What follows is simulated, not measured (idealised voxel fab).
process module | voxel air gaps
cross-section cut | 280 nm wide | cells 5 nm
A cross-section is a grid of square cells, given in bands from the top down. A band is one or more rows of cells.
Each band's line starts with the height of the band's top and of its bottom, in nm. Then come its materials from left to right, each with its width in nm. One material with "throughout" fills the band from edge to edge. "air" is empty space.
Height 0 is the level under which the wafer as received is all one material. The lowest band goes on downwards, as in "0 down".
A width such as "30 to 40" changes by the same amount from each row of cells to the next, from the band's top row to its bottom row.
"no change" after a step means that no cell of the cross-section changed.
closed voids: empty space of 8 cells or more with no open way to the top, each as width x height at its distance from the left edge, in nm
after a step's settings: what the simulator itself notes on the step
overlay nm, on a step with a mask: how far to the right of its planned place the mask lay; to the left if negative
plan
1 op RECEIVE | material Si
2 op CONFORMAL_DEP | material SiO2 | thk nm 10
3 op CONFORMAL_DEP | material SiCN | thk nm 5
4 op DIRECTIONAL_DEP | material lowk | thk nm 40
5 op DIRECTIONAL_DEP | material aC | thk nm 15
6 op PATTERN | tone open | mask id LINES | material resist | width nm 25 | pitch nm 50 | thk nm 30 | overlay nm 0
7 op DIRECTIONAL_ETCH | etch materials aC | depth nm 15
8 op STRIP | etch materials resist
9 op DIRECTIONAL_ETCH | etch materials lowk | depth nm 40
10 op STRIP | etch materials aC
11 op CONFORMAL_DEP | material TiN | thk nm 5
12 op FILL_DEP | material Ru | thk nm 10
13 op CMP | height nm 55
14 op EPI | material Ru | thk nm 10
15 op SELECTIVE_ETCH | etch materials lowk | depth nm 50
16 op CONFORMAL_DEP | material SiCN | thk nm 5
first wafer, as planned
as received, after step 1
  0 down: Si throughout
  closed voids: none
after step 2
  10 to 0: SiO2 throughout
  below 0: unchanged
after step 3
  15 to 10: SiCN throughout
  below 10: unchanged
after step 4
  55 to 15: lowk throughout
  below 15: unchanged
after step 5
  70 to 55: aC throughout
  below 55: unchanged
after step 6
  100 to 70: resist 75 | air 25 | resist 25 | air 25 | resist 25 | air 25 | resist 80
  below 70: unchanged
after step 7
  85 to 70: resist 75 | air 25 | resist 25 | air 25 | resist 25 | air 25 | resist 80
  70 to 55: aC 75 | air 25 | aC 25 | air 25 | aC 25 | air 25 | aC 80
  below 55: unchanged
after step 8
  70 to 55: aC 75 | air 25 | aC 25 | air 25 | aC 25 | air 25 | aC 80
  below 55: unchanged
after step 9
  70 to 55: aC 75 | air 25 | aC 25 | air 25 | aC 25 | air 25 | aC 80
  55 to 15: lowk 75 | air 25 | lowk 25 | air 25 | lowk 25 | air 25 | lowk 80
  below 15: unchanged
after step 10
  55 to 15: lowk 75 | air 25 | lowk 25 | air 25 | lowk 25 | air 25 | lowk 80
  below 15: unchanged
after step 11
  60 to 55: TiN 80 | air 15 | TiN 35 | air 15 | TiN 35 | air 15 | TiN 85
  55 to 20: lowk 75 | TiN 5 | air 15 | TiN 5 | lowk 25 | TiN 5 | air 15 | TiN 5 | lowk 25 | TiN 5 | air 15 | TiN 5 | lowk 80
  20 to 15: lowk 75 | TiN 25 | lowk 25 | TiN 25 | lowk 25 | TiN 25 | lowk 80
  below 15: unchanged
after step 12
  70 to 60: Ru throughout
  60 to 55: TiN 80 | Ru 15 | TiN 35 | Ru 15 | TiN 35 | Ru 15 | TiN 85
  55 to 20: lowk 75 | TiN 5 | Ru 15 | TiN 5 | lowk 25 | TiN 5 | Ru 15 | TiN 5 | lowk 25 | TiN 5 | Ru 15 | TiN 5 | lowk 80
  below 20: unchanged
after step 13
  55 to 20: lowk 75 | TiN 5 | Ru 15 | TiN 5 | lowk 25 | TiN 5 | Ru 15 | TiN 5 | lowk 25 | TiN 5 | Ru 15 | TiN 5 | lowk 80
  below 20: unchanged
after step 14
  65 to 55: air 65 | Ru 45 | air 5 | Ru 45 | air 5 | Ru 45 | air 70
  below 55: unchanged
after step 15
  65 to 55: air 65 | Ru 45 | air 5 | Ru 45 | air 5 | Ru 45 | air 70
  55 to 20: air 75 | TiN 5 | Ru 15 | TiN 5 | air 25 | TiN 5 | Ru 15 | TiN 5 | air 25 | TiN 5 | Ru 15 | TiN 5 | air 80
  20 to 15: air 75 | TiN 25 | air 25 | TiN 25 | air 25 | TiN 25 | air 80
  below 15: unchanged
after step 16
  70 to 65: air 60 | SiCN 155 | air 65
  65 to 55: air 60 | SiCN 5 | Ru 45 | SiCN 5 | Ru 45 | SiCN 5 | Ru 45 | SiCN 5 | air 65
  55 to 50: air 60 | SiCN 15 | TiN 5 | Ru 15 | TiN 5 | SiCN 25 | TiN 5 | Ru 15 | TiN 5 | SiCN 25 | TiN 5 | Ru 15 | TiN 5 | SiCN 15 | air 65
  50 to 20: air 70 | SiCN 5 | TiN 5 | Ru 15 | TiN 5 | SiCN 5 | air 15 | SiCN 5 | TiN 5 | Ru 15 | TiN 5 | SiCN 5 | air 15 | SiCN 5 | TiN 5 | Ru 15 | TiN 5 | SiCN 5 | air 75
  20 to 15: SiCN 75 | TiN 25 | SiCN 25 | TiN 25 | SiCN 25 | TiN 25 | SiCN 80
  below 15: unchanged
  closed voids: 15 x 30 at 105; 15 x 30 at 155
second wafer: like start, like plan, one mistake. Through step 13 it matches the first wafer
when step 14 should have ended
  75 to 55: air 55 | Ru 165 | air 60
  below 55: unchanged
when step 15 should have ended
  75 to 55: air 55 | Ru 165 | air 60
  55 to 20: air 75 | TiN 5 | Ru 15 | TiN 5 | lowk 25 | TiN 5 | Ru 15 | TiN 5 | lowk 25 | TiN 5 | Ru 15 | TiN 5 | air 80
  20 to 15: air 75 | TiN 25 | lowk 25 | TiN 25 | lowk 25 | TiN 25 | air 80
  below 15: unchanged
when step 16 should have ended
  80 to 75: air 50 | SiCN 175 | air 55
  75 to 55: air 50 | SiCN 5 | Ru 165 | SiCN 5 | air 55
  55 to 50: air 50 | SiCN 25 | TiN 5 | Ru 15 | TiN 5 | lowk 25 | TiN 5 | Ru 15 | TiN 5 | lowk 25 | TiN 5 | Ru 15 | TiN 5 | SiCN 25 | air 55
  50 to 20: air 70 | SiCN 5 | TiN 5 | Ru 15 | TiN 5 | lowk 25 | TiN 5 | Ru 15 | TiN 5 | lowk 25 | TiN 5 | Ru 15 | TiN 5 | SiCN 5 | air 75
  20 to 15: SiCN 75 | TiN 25 | lowk 25 | TiN 25 | lowk 25 | TiN 25 | SiCN 80
  below 15: unchanged
what went wrong: step 14 was run twice
at the end the second wafer has, in cells: 78 more of Ru | 36 fewer of SiCN | 80 more of lowk
closed voids at the end (first wafer, second wafer): 2, 0
